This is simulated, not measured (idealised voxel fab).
Documented hereafter: the process module known as voxel transistor to metal.
This is section cut - it's 215 nm across, gridded in 5 nm square cells.
Each cross-section below is a grid of square cells, stated as bands in top-down order, with one or more rows of cells making up each band.
What a band's entry tells you: where the top is and where the bottom is, as heights in nm, and after that what lies inside, material by material from left to right, each with its width in nm. Empty space is written as the word "air", and a single material marked with the word "full width" occupies the band from edge to edge.
Note: height 0 marks the level under which the wafer is uniformly one material as received. Lowest band unbounded below, written "z 0 and below".
The width entry "30 to 40" should be interpreted row by row: the top row of cells in the band takes the first number, the bottom row takes the second number, and the change between adjacent rows is uniform throughout.
The cross-section has no changed cell in any step marked "remained unchanged".
Entry "Listed closed voids". Content: empty spaces with no open connection to the top, size 8 cells or greater. Each: width x height at distance. Distance: from left edge. Unit: nm.
Post-settings text on a step line: simulator's own remark regarding the step.
overlay nm: right-of-plan distance of the mask on a masked step; negative values mean left-of-plan.
Guide to the pairs. Each holds a before and an after cross-section around one process step; the after cross-section is cut off at the lowest band that changed. Look under the pair for the step between them and its settings. Pairs can come from different runs of this module on the same starting wafer, so a pair follows on from the one above it only where its entry headed "Incoming profile" says it does.
Incoming profile
  z 60 to 55 | TiN (65)  air (10)  TiN (65)  air (10)  TiN (65)
  z 55 to 40 | SiO2 (60)  TiN (5)  air (10)  TiN (5)  SiO2 (55)  TiN (5)  air (10)  TiN (5)  SiO2 (60)
  z 40 to 35 | SiO2 (60)  TiN (5)  air (10)  TiN (5)  SiO2 (5)  SiN (10)  SiCN (25)  SiN (10)  SiO2 (5)  TiN (5)  air (10)  TiN (5)  SiO2 (60)
  z 35 to 30 | SiCN (50)  SiN (10)  TiN (20)  SiO2 (5)  SiN (10)  SiCN (25)  SiN (10)  SiO2 (5)  TiN (20)  SiN (10)  SiCN (50)
  z 30 to 25 | polySi (50)  SiCN (115)  polySi (50)
  z 25 to 0 | polySi full width
  z 0 to -5 | SiO2 (50)  polySi (115)  SiO2 (50)
  z -5 to -10 | SiO2 full width
  z -10 to -35 | SiO2 (55)  Si (105)  SiO2 (55)
  z -35 and below | Si full width
  Listed closed voids: none
Post-Step Section View
  z 65 to 60 | Ru full width
  z 60 to 55 | TiN (65)  Ru (10)  TiN (65)  Ru (10)  TiN (65)
  z 55 to 40 | SiO2 (60)  TiN (5)  Ru (10)  TiN (5)  SiO2 (55)  TiN (5)  Ru (10)  TiN (5)  SiO2 (60)
  z 40 to 35 | SiO2 (60)  TiN (5)  Ru (10)  TiN (5)  SiO2 (5)  SiN (10)  SiCN (25)  SiN (10)  SiO2 (5)  TiN (5)  Ru (10)  TiN (5)  SiO2 (60)
  Nothing below the height 35 has changed.
  Listed closed voids: none
The before and after cross-sections above are linked by FILL_DEP,material Ru,thk nm 5
Incoming profile: it's just the after picture from the pair right above this one.
Post-Step Section View
  z 55 to 40 | SiO2 (60)  TiN (5)  Ru (10)  TiN (5)  SiO2 (55)  TiN (5)  Ru (10)  TiN (5)  SiO2 (60)
  Nothing below the height 40 has changed.
  Listed closed voids: none
The before and after cross-sections above are linked by CMP,height nm 55
Incoming profile: it's just the after picture from the pair right above this one.
Post-Step Section View
  z 60 to 55 | TiN full width
  Nothing below the height 55 has changed.
  Listed closed voids: none
The before and after cross-sections above are linked by DIRECTIONAL_DEP,material TiN,thk nm 5
Incoming profile: it's just the after picture from the pair right above this one.
Post-Step Section View
  z 85 to 60 | W full width
  Nothing below the height 60 has changed.
  Listed closed voids: none
The before and after cross-sections above are linked by DIRECTIONAL_DEP,material W,thk nm 25
Incoming profile: it's just the after picture from the pair right above this one.
Post-Step Section View
  z 100 to 85 | aC full width
  Nothing below the height 85 has changed.
  Listed closed voids: none
The before and after cross-sections above are linked by DIRECTIONAL_DEP,material aC,thk nm 15
Incoming profile: it's just the after picture from the pair right above this one.
Post-Step Section View
  z 130 to 100 | air (60)  resist (20)  air (55)  resist (20)  air (60)
  Nothing below the height 100 has changed.
  Listed closed voids: none
The before and after cross-sections above are linked by PATTERN,tone cover,mask id METAL_1,material resist,width nm 20,pitch nm 75,thk nm 30,overlay nm 0
Incoming profile: it's just the after picture from the pair right above this one.
Post-Step Section View
  z 115 to 100 | air (60)  resist (20)  air (55)  resist (20)  air (60)
  z 100 to 85 | air (60)  aC (20)  air (55)  aC (20)  air (60)
  Nothing below the height 85 has changed.
  Listed closed voids: none
The before and after cross-sections above are linked by DIRECTIONAL_ETCH,etch materials aC,depth nm 15
Incoming profile: it's just the after picture from the pair right above this one.
Post-Step Section View
  z 100 to 85 | air (60)  aC (20)  air (55)  aC (20)  air (60)
  Nothing below the height 85 has changed.
  Listed closed voids: none
The before and after cross-sections above are linked by STRIP,etch materials resist
Incoming profile: it's just the after picture from the pair right above this one.
Post-Step Section View
  z 100 to 85 | air (60)  aC (20)  air (55)  aC (20)  air (60)
  z 85 to 60 | air (60)  W (20)  air (55)  W (20)  air (60)
  Nothing below the height 60 has changed.
  Listed closed voids: none
The before and after cross-sections above are linked by DIRECTIONAL_ETCH,etch materials W,depth nm 25
Incoming profile: it's just the after picture from the pair right above this one.
Post-Step Section View
  z 100 to 85 | air (60)  aC (20)  air (55)  aC (20)  air (60)
  z 85 to 60 | air (60)  W (20)  air (55)  W (20)  air (60)
  z 60 to 55 | air (60)  TiN (20)  air (55)  TiN (20)  air (60)
  Nothing below the height 55 has changed.
  Listed closed voids: none
The before and after cross-sections above are linked by DIRECTIONAL_ETCH,etch materials TiN,depth nm 5
Incoming profile: it's just the after picture from the pair right above this one.
Post-Step Section View
  z 85 to 60 | air (60)  W (20)  air (55)  W (20)  air (60)
  Nothing below the height 60 has changed.
  Listed closed voids: none
The before and after cross-sections above are linked by STRIP,etch materials aC
Incoming profile: it's just the after picture from the pair right above this one.
Post-Step Section View
  z 90 to 85 | air (55)  SiCN (30)  air (45)  SiCN (30)  air (55)
  z 85 to 60 | air (55)  SiCN (5)  W (20)  SiCN (5)  air (45)  SiCN (5)  W (20)  SiCN (5)  air (55)
  z 60 to 55 | SiCN (60)  TiN (20)  SiCN (55)  TiN (20)  SiCN (60)
  Nothing below the height 55 has changed.
  Listed closed voids: none
The before and after cross-sections above are linked by CONFORMAL_DEP,material SiCN,thk nm 5
Incoming profile: it's just the after picture from the pair right above this one.
Post-Step Section View
  z 95 to 90 | SiO2 full width
  z 90 to 85 | SiO2 (55)  SiCN (30)  SiO2 (45)  SiCN (30)  SiO2 (55)
  z 85 to 60 | SiO2 (55)  SiCN (5)  W (20)  SiCN (5)  SiO2 (45)  SiCN (5)  W (20)  SiCN (5)  SiO2 (55)
  Nothing below the height 60 has changed.
  Listed closed voids: none
The before and after cross-sections above are linked by FILL_DEP,material SiO2,thk nm 5
Incoming profile: it's just the after picture from the pair right above this one.
Post-Step Section View
  z 85 to 60 | SiO2 (55)  SiCN (5)  W (20)  SiCN (5)  SiO2 (45)  SiCN (5)  W (20)  SiCN (5)  SiO2 (55)
  Nothing below the height 60 has changed.
  Listed closed voids: none
The before and after cross-sections above are linked by CMP,height nm 85
Incoming profile: it's just the after picture from the pair right above this one.
Post-Step Section View
  z 90 to 85 | SiN full width
  Nothing below the height 85 has changed.
  Listed closed voids: none
The before and after cross-sections above are linked by CONFORMAL_DEP,material SiN,thk nm 5
Incoming profile
  z 15 to 5 | air (55)  SiN (105)  air (55)
  z 5 to 0 | SiO2 (55)  SiN (105)  SiO2 (55)
  z 0 to -5 | SiO2 full width
  z -5 to -35 | SiO2 (55)  Si (105)  SiO2 (55)
  z -35 and below | Si full width
  Listed closed voids: none
Post-Step Section View
  z 15 to 0 | air (55)  SiN (105)  air (55)
  Nothing below the height 0 has changed.
  Listed closed voids: none
The before and after cross-sections above are linked by SELECTIVE_ETCH,etch materials SiO2,depth nm 5
Incoming profile: it's just the after picture from the pair right above this one.
Post-Step Section View
  z 0 to -5 | SiO2 full width
  Nothing below the height -5 has changed.
  Listed closed voids: none
The before and after cross-sections above are linked by STRIP,etch materials SiN
Incoming profile: it's just the after picture from the pair right above this one.
Post-Step Section View
  z 30 to 0 | polySi full width
  Nothing below the height 0 has changed.
  Listed closed voids: none
The before and after cross-sections above are linked by DIRECTIONAL_DEP,material polySi,thk nm 30
Incoming profile: it's just the after picture from the pair right above this one.
Post-Step Section View
  z 45 to 30 | SiCN full width
  Nothing below the height 30 has changed.
  Listed closed voids: none
The before and after cross-sections above are linked by DIRECTIONAL_DEP,material SiCN,thk nm 15
Incoming profile: it's just the after picture from the pair right above this one.
Post-Step Section View
  z 55 to 45 | aC full width
  Nothing below the height 45 has changed.
  Listed closed voids: none
The before and after cross-sections above are linked by DIRECTIONAL_DEP,material aC,thk nm 10
Incoming profile: it's just the after picture from the pair right above this one.
Post-Step Section View
  z 80 to 55 | air (95)  resist (25)  air (95)
  Nothing below the height 55 has changed.
  Listed closed voids: none
The before and after cross-sections above are linked by PATTERN,tone cover,mask id GATE,material resist,width nm 25,thk nm 25,overlay nm 0
Incoming profile: it's just the after picture from the pair right above this one.
Post-Step Section View
  z 70 to 55 | air (95)  resist (25)  air (95)
  z 55 to 45 | air (95)  aC (25)  air (95)
  Nothing below the height 45 has changed.
  Listed closed voids: none
The before and after cross-sections above are linked by DIRECTIONAL_ETCH,etch materials aC,depth nm 10
Incoming profile: it's just the after picture from the pair right above this one.
Post-Step Section View
  z 55 to 45 | air (95)  aC (25)  air (95)
  Nothing below the height 45 has changed.
  Listed closed voids: none
The before and after cross-sections above are linked by STRIP,etch materials resist
Incoming profile: it's just the after picture from the pair right above this one.
Post-Step Section View
  z 55 to 45 | air (95)  aC (25)  air (95)
  z 45 to 30 | air (95)  SiCN (25)  air (95)
  Nothing below the height 30 has changed.
  Listed closed voids: none
The before and after cross-sections above are linked by DIRECTIONAL_ETCH,etch materials SiCN,depth nm 25
Incoming profile: it's just the after picture from the pair right above this one.
Post-Step Section View
  z 55 to 45 | air (95)  aC (25)  air (95)
  z 45 to 30 | air (95)  SiCN (25)  air (95)
  z 30 to 0 | air (95)  polySi (25)  air (95)
  Nothing below the height 0 has changed.
  Listed closed voids: none
The before and after cross-sections above are linked by DIRECTIONAL_ETCH,etch materials polySi,depth nm 40
Incoming profile: it's just the after picture from the pair right above this one.
Post-Step Section View
  z 45 to 30 | air (95)  SiCN (25)  air (95)
  Nothing below the height 30 has changed.
  Listed closed voids: none
The before and after cross-sections above are linked by STRIP,etch materials aC
Incoming profile: it's just the after picture from the pair right above this one.
Post-Step Section View
  z 55 to 45 | air (85)  SiN (45)  air (85)
  z 45 to 30 | air (85)  SiN (10)  SiCN (25)  SiN (10)  air (85)
  z 30 to 10 | air (85)  SiN (10)  polySi (25)  SiN (10)  air (85)
  z 10 to 0 | SiN (95)  polySi (25)  SiN (95)
  Nothing below the height 0 has changed.
  Listed closed voids: none
The before and after cross-sections above are linked by CONFORMAL_DEP,material SiN,thk nm 10
Incoming profile: it's just the after picture from the pair right above this one.
Post-Step Section View
  z 45 to 30 | air (85)  SiN (10)  SiCN (25)  SiN (10)  air (85)
  z 30 to 0 | air (85)  SiN (10)  polySi (25)  SiN (10)  air (85)
  Nothing below the height 0 has changed.
  Listed closed voids: none
The before and after cross-sections above are linked by DIRECTIONAL_ETCH,etch materials SiN,depth nm 10
Incoming profile: it's just the after picture from the pair right above this one.
Post-Step Section View
  z 45 to 30 | air (85)  SiN (10)  SiCN (25)  SiN (10)  air (85)
  z 30 to 0 | air (85)  SiN (10)  polySi (25)  SiN (10)  air (85)
  z 0 to -5 | air (85)  SiO2 (45)  air (85)
  Nothing below the height -5 has changed.
  Listed closed voids: none
The before and after cross-sections above are linked by DIRECTIONAL_ETCH,etch materials SiO2,depth nm 5
Incoming profile: it's just the after picture from the pair right above this one.
Post-Step Section View
  z 45 to 30 | air (85)  SiN (10)  SiCN (25)  SiN (10)  air (85)
  z 30 to 0 | air (85)  SiN (10)  polySi (25)  SiN (10)  air (85)
  z 0 to -5 | air (85)  SiO2 (45)  air (85)
  z -5 to -15 | SiO2 (55)  air (30)  Si (45)  air (30)  SiO2 (55)
  Nothing below the height -15 has changed.
  Listed closed voids: none
The before and after cross-sections above are linked by DIRECTIONAL_ETCH,etch materials Si,depth nm 10
Incoming profile: it's just the after picture from the pair right above this one.
Post-Step Section View
  z 45 to 30 | air (85)  SiN (10)  SiCN (25)  SiN (10)  air (85)
  z 30 to 5 | air (85)  SiN (10)  polySi (25)  SiN (10)  air (85)
  z 5 to 0 | air (75)  nSi (10)  SiN (10)  polySi (25)  SiN (10)  nSi (10)  air (75)
  z 0 to -5 | air (75)  nSi (10)  SiO2 (45)  nSi (10)  air (75)
  z -5 to -15 | SiO2 (55)  nSi (30)  Si (45)  nSi (30)  SiO2 (55)
  Nothing below the height -15 has changed.
  Listed closed voids: none
The before and after cross-sections above are linked by EPI,material nSi,thk nm 10
Incoming profile: it's just the after picture from the pair right above this one.
Post-Step Section View
  z 55 to 45 | SiO2 full width
  z 45 to 30 | SiO2 (85)  SiN (10)  SiCN (25)  SiN (10)  SiO2 (85)
  z 30 to 5 | SiO2 (85)  SiN (10)  polySi (25)  SiN (10)  SiO2 (85)
  z 5 to 0 | SiO2 (75)  nSi (10)  SiN (10)  polySi (25)  SiN (10)  nSi (10)  SiO2 (75)
  z 0 to -5 | SiO2 (75)  nSi (10)  SiO2 (45)  nSi (10)  SiO2 (75)
  Nothing below the height -5 has changed.
  Listed closed voids: none
The before and after cross-sections above are linked by FILL_DEP,material SiO2,thk nm 10
Incoming profile: it's just the after picture from the pair right above this one.
Post-Step Section View
  z 40 to 30 | SiO2 (85)  SiN (10)  SiCN (25)  SiN (10)  SiO2 (85)
  Nothing below the height 30 has changed.
  Listed closed voids: none
The before and after cross-sections above are linked by CMP,height nm 40
Incoming profile: it's just the after picture from the pair right above this one.
Post-Step Section View
  z 55 to 40 | SiO2 full width
  Nothing below the height 40 has changed.
  Listed closed voids: none
The before and after cross-sections above are linked by DIRECTIONAL_DEP,material SiO2,thk nm 15
Incoming profile: it's just the after picture from the pair right above this one.
Post-Step Section View
  z 70 to 55 | resist (60)  air (20)  resist (55)  air (20)  resist (60)
  Nothing below the height 55 has changed.
  Listed closed voids: none
The before and after cross-sections above are linked by PATTERN,tone open,mask id CONTACT,material resist,width nm 20,pitch nm 75,thk nm 15,overlay nm 0
Incoming profile: it's just the after picture from the pair right above this one.
Post-Step Section View
  z 70 to 55 | resist (60)  air (20)  resist (55)  air (20)  resist (60)
  z 55 to 40 | SiO2 (60)  air (20)  SiO2 (55)  air (20)  SiO2 (60)
  z 40 to 30 | SiO2 (60)  air (20)  SiO2 (5)  SiN (10)  SiCN (25)  SiN (10)  SiO2 (5)  air (20)  SiO2 (60)
  z 30 to 5 | SiO2 (60)  air (20)  SiO2 (5)  SiN (10)  polySi (25)  SiN (10)  SiO2 (5)  air (20)  SiO2 (60)
  z 5 to 0 | SiO2 (60)  air (15)  nSi (10)  SiN (10)  polySi (25)  SiN (10)  nSi (10)  air (15)  SiO2 (60)
  z 0 to -5 | SiO2 (60)  air (15)  nSi (10)  SiO2 (45)  nSi (10)  air (15)  SiO2 (60)
  Nothing below the height -5 has changed.
  Listed closed voids: none
The before and after cross-sections above are linked by DIRECTIONAL_ETCH,etch materials SiO2,depth nm 65
Incoming profile: it's just the after picture from the pair right above this one.
Post-Step Section View
  z 55 to 40 | SiO2 (60)  air (20)  SiO2 (55)  air (20)  SiO2 (60)
  Nothing below the height 40 has changed.
  Listed closed voids: none
The before and after cross-sections above are linked by STRIP,etch materials resist
Incoming profile: it's just the after picture from the pair right above this one.
Post-Step Section View
  z 60 to 55 | TiN (65)  air (10)  TiN (65)  air (10)  TiN (65)
  z 55 to 40 | SiO2 (60)  TiN (5)  air (10)  TiN (5)  SiO2 (55)  TiN (5)  air (10)  TiN (5)  SiO2 (60)
  z 40 to 30 | SiO2 (60)  TiN (5)  air (10)  TiN (5)  SiO2 (5)  SiN (10)  SiCN (25)  SiN (10)  SiO2 (5)  TiN (5)  air (10)  TiN (5)  SiO2 (60)
  z 30 to 10 | SiO2 (60)  TiN (5)  air (10)  TiN (5)  SiO2 (5)  SiN (10)  polySi (25)  SiN (10)  SiO2 (5)  TiN (5)  air (10)  TiN (5)  SiO2 (60)
  z 10 to 5 | SiO2 (60)  TiN (5)  air (5)  TiN (10)  SiO2 (5)  SiN (10)  polySi (25)  SiN (10)  SiO2 (5)  TiN (10)  air (5)  TiN (5)  SiO2 (60)
  z 5 to 0 | SiO2 (60)  TiN (5)  air (5)  TiN (5)  nSi (10)  SiN (10)  polySi (25)  SiN (10)  nSi (10)  TiN (5)  air (5)  TiN (5)  SiO2 (60)
  z 0 to -5 | SiO2 (60)  TiN (15)  nSi (10)  SiO2 (45)  nSi (10)  TiN (15)  SiO2 (60)
  Nothing below the height -5 has changed.
  Listed closed voids: none
The before and after cross-sections above are linked by CONFORMAL_DEP,material TiN,thk nm 5
Incoming profile: it's just the after picture from the pair right above this one.
Post-Step Section View
  z 65 to 60 | Ru full width
  z 60 to 55 | TiN (65)  Ru (10)  TiN (65)  Ru (10)  TiN (65)
  z 55 to 40 | SiO2 (60)  TiN (5)  Ru (10)  TiN (5)  SiO2 (55)  TiN (5)  Ru (10)  TiN (5)  SiO2 (60)
  z 40 to 30 | SiO2 (60)  TiN (5)  Ru (10)  TiN (5)  SiO2 (5)  SiN (10)  SiCN (25)  SiN (10)  SiO2 (5)  TiN (5)  Ru (10)  TiN (5)  SiO2 (60)
  z 30 to 10 | SiO2 (60)  TiN (5)  Ru (10)  TiN (5)  SiO2 (5)  SiN (10)  polySi (25)  SiN (10)  SiO2 (5)  TiN (5)  Ru (10)  TiN (5)  SiO2 (60)
  z 10 to 5 | SiO2 (60)  TiN (5)  Ru (5)  TiN (10)  SiO2 (5)  SiN (10)  polySi (25)  SiN (10)  SiO2 (5)  TiN (10)  Ru (5)  TiN (5)  SiO2 (60)
  z 5 to 0 | SiO2 (60)  TiN (5)  Ru (5)  TiN (5)  nSi (10)  SiN (10)  polySi (25)  SiN (10)  nSi (10)  TiN (5)  Ru (5)  TiN (5)  SiO2 (60)
  Nothing below the height 0 has changed.
  Listed closed voids: none
The before and after cross-sections above are linked by FILL_DEP,material Ru,thk nm 5
Incoming profile: it's just the after picture from the pair right above this one.
Post-Step Section View
  z 55 to 40 | SiO2 (60)  TiN (5)  Ru (10)  TiN (5)  SiO2 (55)  TiN (5)  Ru (10)  TiN (5)  SiO2 (60)
  Nothing below the height 40 has changed.
  Listed closed voids: none
The before and after cross-sections above are linked by CMP,height nm 55
Incoming profile: it's just the after picture from the pair right above this one.
Post-Step Section View
  z 60 to 55 | TiN full width
  Nothing below the height 55 has changed.
  Listed closed voids: none
The before and after cross-sections above are linked by DIRECTIONAL_DEP,material TiN,thk nm 5
Incoming profile: it's just the after picture from the pair right above this one.
Post-Step Section View
  z 85 to 60 | W full width
  Nothing below the height 60 has changed.
  Listed closed voids: none
The before and after cross-sections above are linked by DIRECTIONAL_DEP,material W,thk nm 25
Incoming profile: it's just the after picture from the pair right above this one.
Post-Step Section View
  z 100 to 85 | aC full width
  Nothing below the height 85 has changed.
  Listed closed voids: none
The before and after cross-sections above are linked by DIRECTIONAL_DEP,material aC,thk nm 15
Incoming profile: it's just the after picture from the pair right above this one.
Post-Step Section View
  z 130 to 100 | air (60)  resist (20)  air (55)  resist (20)  air (60)
  Nothing below the height 100 has changed.
  Listed closed voids: none
The before and after cross-sections above are linked by PATTERN,tone cover,mask id METAL_1,material resist,width nm 20,pitch nm 75,thk nm 30,overlay nm 0
Incoming profile: it's just the after picture from the pair right above this one.
Post-Step Section View
  z 115 to 100 | air (60)  resist (20)  air (55)  resist (20)  air (60)
  z 100 to 85 | air (60)  aC (20)  air (55)  aC (20)  air (60)
  Nothing below the height 85 has changed.
  Listed closed voids: none
The before and after cross-sections above are linked by DIRECTIONAL_ETCH,etch materials aC,depth nm 15
Incoming profile: it's just the after picture from the pair right above this one.
Post-Step Section View
  z 100 to 85 | air (60)  aC (20)  air (55)  aC (20)  air (60)
  Nothing below the height 85 has changed.
  Listed closed voids: none
The before and after cross-sections above are linked by STRIP,etch materials resist
Incoming profile: it's just the after picture from the pair right above this one.
Post-Step Section View
  z 100 to 85 | air (60)  aC (20)  air (55)  aC (20)  air (60)
  z 85 to 60 | air (60)  W (20)  air (55)  W (20)  air (60)
  Nothing below the height 60 has changed.
  Listed closed voids: none
The before and after cross-sections above are linked by DIRECTIONAL_ETCH,etch materials W,depth nm 25
Incoming profile: it's just the after picture from the pair right above this one.
Post-Step Section View
  z 100 to 85 | air (60)  aC (20)  air (55)  aC (20)  air (60)
  z 85 to 60 | air (60)  W (20)  air (55)  W (20)  air (60)
  z 60 to 55 | air (60)  TiN (20)  air (55)  TiN (20)  air (60)
  Nothing below the height 55 has changed.
  Listed closed voids: none
The before and after cross-sections above are linked by DIRECTIONAL_ETCH,etch materials TiN,depth nm 5
Incoming profile: it's just the after picture from the pair right above this one.
Post-Step Section View
  z 85 to 60 | air (60)  W (20)  air (55)  W (20)  air (60)
  Nothing below the height 60 has changed.
  Listed closed voids: none
The before and after cross-sections above are linked by STRIP,etch materials aC
Incoming profile: it's just the after picture from the pair right above this one.
Post-Step Section View
  z 90 to 85 | air (55)  SiCN (30)  air (45)  SiCN (30)  air (55)
  z 85 to 60 | air (55)  SiCN (5)  W (20)  SiCN (5)  air (45)  SiCN (5)  W (20)  SiCN (5)  air (55)
  z 60 to 55 | SiCN (60)  TiN (20)  SiCN (55)  TiN (20)  SiCN (60)
  Nothing below the height 55 has changed.
  Listed closed voids: none
The before and after cross-sections above are linked by CONFORMAL_DEP,material SiCN,thk nm 5
Incoming profile: it's just the after picture from the pair right above this one.
Post-Step Section View
  z 95 to 90 | SiO2 full width
  z 90 to 85 | SiO2 (55)  SiCN (30)  SiO2 (45)  SiCN (30)  SiO2 (55)
  z 85 to 60 | SiO2 (55)  SiCN (5)  W (20)  SiCN (5)  SiO2 (45)  SiCN (5)  W (20)  SiCN (5)  SiO2 (55)
  Nothing below the height 60 has changed.
  Listed closed voids: none
The before and after cross-sections above are linked by FILL_DEP,material SiO2,thk nm 5
Incoming profile: it's just the after picture from the pair right above this one.
Post-Step Section View
  z 85 to 60 | SiO2 (55)  SiCN (5)  W (20)  SiCN (5)  SiO2 (45)  SiCN (5)  W (20)  SiCN (5)  SiO2 (55)
  Nothing below the height 60 has changed.
  Listed closed voids: none
The before and after cross-sections above are linked by CMP,height nm 85
Incoming profile: it's just the after picture from the pair right above this one.
Post-Step Section View
  z 90 to 85 | SiN full width
  Nothing below the height 85 has changed.
  Listed closed voids: none
The before and after cross-sections above are linked by CONFORMAL_DEP,material SiN,thk nm 5
Incoming profile
  z 0 to -5 | SiO2 (50)  air (115)  SiO2 (50)
  z -5 to -35 | SiO2 (55)  Si (105)  SiO2 (55)
  z -35 and below | Si full width
  Listed closed voids: none
Post-Step Section View
  z 0 to -5 | SiO2 (50)  air (115)  SiO2 (50)
  z -5 to -20 | SiO2 full width
  Nothing below the height -20 has changed.
  Listed closed voids: none
The before and after cross-sections above are linked by OXIDIZE,depth nm 15
Incoming profile: it's just the after picture from the pair right above this one.
Post-Step Section View
  z 30 to 25 | polySi (50)  air (115)  polySi (50)
  z 25 to 0 | polySi full width
  z 0 to -5 | SiO2 (50)  polySi (115)  SiO2 (50)
  Nothing below the height -5 has changed.
  Listed closed voids: none
The before and after cross-sections above are linked by DIRECTIONAL_DEP,material polySi,thk nm 30
Incoming profile: it's just the after picture from the pair right above this one.
Post-Step Section View
  z 45 to 40 | SiCN (50)  air (115)  SiCN (50)
  z 40 to 30 | SiCN full width
  z 30 to 25 | polySi (50)  SiCN (115)  polySi (50)
  Nothing below the height 25 has changed.
  Listed closed voids: none
The before and after cross-sections above are linked by DIRECTIONAL_DEP,material SiCN,thk nm 15
Incoming profile: it's just the after picture from the pair right above this one.
Post-Step Section View
  z 55 to 50 | aC (50)  air (115)  aC (50)
  z 50 to 45 | aC full width
  z 45 to 40 | SiCN (50)  aC (115)  SiCN (50)
  Nothing below the height 40 has changed.
  Listed closed voids: none
The before and after cross-sections above are linked by DIRECTIONAL_DEP,material aC,thk nm 10
Incoming profile: it's just the after picture from the pair right above this one.
Post-Step Section View
  z 80 to 55 | air (95)  resist (25)  air (95)
  z 55 to 50 | aC (50)  air (45)  resist (25)  air (45)  aC (50)
  Nothing below the height 50 has changed.
  Listed closed voids: none
The before and after cross-sections above are linked by PATTERN,tone cover,mask id GATE,material resist,width nm 25,thk nm 25,overlay nm 0
Incoming profile: it's just the after picture from the pair right above this one.
Post-Step Section View
  z 70 to 50 | air (95)  resist (25)  air (95)
  z 50 to 45 | air (95)  aC (25)  air (95)
  z 45 to 40 | SiCN (50)  air (45)  aC (25)  air (45)  SiCN (50)
  Nothing below the height 40 has changed.
  Listed closed voids: none
The before and after cross-sections above are linked by DIRECTIONAL_ETCH,etch materials aC,depth nm 10
Incoming profile: it's just the after picture from the pair right above this one.
Post-Step Section View
  z 50 to 45 | air (95)  aC (25)  air (95)
  Nothing below the height 45 has changed.
  Listed closed voids: none
The before and after cross-sections above are linked by STRIP,etch materials resist
Incoming profile: it's just the after picture from the pair right above this one.
Post-Step Section View
  z 50 to 40 | air (95)  aC (25)  air (95)
  z 40 to 30 | air (95)  SiCN (25)  air (95)
  z 30 to 25 | polySi (50)  air (45)  SiCN (25)  air (45)  polySi (50)
  Nothing below the height 25 has changed.
  Listed closed voids: none
The before and after cross-sections above are linked by DIRECTIONAL_ETCH,etch materials SiCN,depth nm 25
Incoming profile: it's just the after picture from the pair right above this one.
Post-Step Section View
  z 50 to 40 | air (95)  aC (25)  air (95)
  z 40 to 25 | air (95)  SiCN (25)  air (95)
  z 25 to 0 | air (95)  polySi (25)  air (95)
  z 0 to -5 | SiO2 (50)  air (45)  polySi (25)  air (45)  SiO2 (50)
  Nothing below the height -5 has changed.
  Listed closed voids: none
The before and after cross-sections above are linked by DIRECTIONAL_ETCH,etch materials polySi,depth nm 40
Incoming profile: it's just the after picture from the pair right above this one.
Post-Step Section View
  z 40 to 25 | air (95)  SiCN (25)  air (95)
  Nothing below the height 25 has changed.
  Listed closed voids: none
The before and after cross-sections above are linked by STRIP,etch materials aC
Incoming profile: it's just the after picture from the pair right above this one.
Post-Step Section View
  z 50 to 40 | air (85)  SiN (45)  air (85)
  z 40 to 25 | air (85)  SiN (10)  SiCN (25)  SiN (10)  air (85)
  z 25 to 10 | air (85)  SiN (10)  polySi (25)  SiN (10)  air (85)
  z 10 to 5 | SiN (60)  air (25)  SiN (10)  polySi (25)  SiN (10)  air (25)  SiN (60)
  z 5 to 0 | SiN (95)  polySi (25)  SiN (95)
  z 0 to -5 | SiO2 (50)  SiN (45)  polySi (25)  SiN (45)  SiO2 (50)
  Nothing below the height -5 has changed.
  Listed closed voids: none
The before and after cross-sections above are linked by CONFORMAL_DEP,material SiN,thk nm 10
Incoming profile: it's just the after picture from the pair right above this one.
Post-Step Section View
  z 40 to 25 | air (85)  SiN (10)  SiCN (25)  SiN (10)  air (85)
  z 25 to 0 | air (85)  SiN (10)  polySi (25)  SiN (10)  air (85)
  z 0 to -5 | SiO2 (50)  SiN (10)  air (25)  SiN (10)  polySi (25)  SiN (10)  air (25)  SiN (10)  SiO2 (50)
  Nothing below the height -5 has changed.
  Listed closed voids: none
The before and after cross-sections above are linked by DIRECTIONAL_ETCH,etch materials SiN,depth nm 10
Incoming profile: it's just the after picture from the pair right above this one.
Post-Step Section View
  z 40 to 25 | air (85)  SiN (10)  SiCN (25)  SiN (10)  air (85)
  z 25 to 0 | air (85)  SiN (10)  polySi (25)  SiN (10)  air (85)
  z 0 to -5 | air (50)  SiN (10)  air (25)  SiN (10)  polySi (25)  SiN (10)  air (25)  SiN (10)  air (50)
  z -5 to -10 | SiO2 (60)  air (25)  SiO2 (45)  air (25)  SiO2 (60)
  Nothing below the height -10 has changed.
  Listed closed voids: none
The before and after cross-sections above are linked by DIRECTIONAL_ETCH,etch materials SiO2,depth nm 5
Incoming profile: it's just the after picture from the pair right above this one.
Post-Step Section View
  z 50 to 40 | SiO2 full width
  z 40 to 25 | SiO2 (85)  SiN (10)  SiCN (25)  SiN (10)  SiO2 (85)
  z 25 to 0 | SiO2 (85)  SiN (10)  polySi (25)  SiN (10)  SiO2 (85)
  z 0 to -5 | SiO2 (50)  SiN (10)  SiO2 (25)  SiN (10)  polySi (25)  SiN (10)  SiO2 (25)  SiN (10)  SiO2 (50)
  z -5 to -20 | SiO2 full width
  Nothing below the height -20 has changed.
  Listed closed voids: none
The before and after cross-sections above are linked by FILL_DEP,material SiO2,thk nm 10
Incoming profile: it's just the after picture from the pair right above this one.
Post-Step Section View
  z 40 to 25 | SiO2 (85)  SiN (10)  SiCN (25)  SiN (10)  SiO2 (85)
  Nothing below the height 25 has changed.
  Listed closed voids: none
The before and after cross-sections above are linked by CMP,height nm 40
Incoming profile: it's just the after picture from the pair right above this one.
Post-Step Section View
  z 55 to 40 | SiO2 full width
  Nothing below the height 40 has changed.
  Listed closed voids: none
The before and after cross-sections above are linked by DIRECTIONAL_DEP,material SiO2,thk nm 15
Incoming profile: it's just the after picture from the pair right above this one.
Post-Step Section View
  z 70 to 55 | resist (60)  air (20)  resist (55)  air (20)  resist (60)
  Nothing below the height 55 has changed.
  Listed closed voids: none
The before and after cross-sections above are linked by PATTERN,tone open,mask id CONTACT,material resist,width nm 20,pitch nm 75,thk nm 15,overlay nm 0
Incoming profile: it's just the after picture from the pair right above this one.
Post-Step Section View
  z 70 to 55 | resist (60)  air (20)  resist (55)  air (20)  resist (60)
  z 55 to 40 | SiO2 (60)  air (20)  SiO2 (55)  air (20)  SiO2 (60)
  z 40 to 25 | SiO2 (60)  air (20)  SiO2 (5)  SiN (10)  SiCN (25)  SiN (10)  SiO2 (5)  air (20)  SiO2 (60)
  z 25 to 0 | SiO2 (60)  air (20)  SiO2 (5)  SiN (10)  polySi (25)  SiN (10)  SiO2 (5)  air (20)  SiO2 (60)
  z 0 to -5 | SiO2 (50)  SiN (10)  air (20)  SiO2 (5)  SiN (10)  polySi (25)  SiN (10)  SiO2 (5)  air (20)  SiN (10)  SiO2 (50)
  z -5 to -10 | SiO2 (60)  air (20)  SiO2 (55)  air (20)  SiO2 (60)
  Nothing below the height -10 has changed.
  Listed closed voids: none
The before and after cross-sections above are linked by DIRECTIONAL_ETCH,etch materials SiO2,depth nm 65
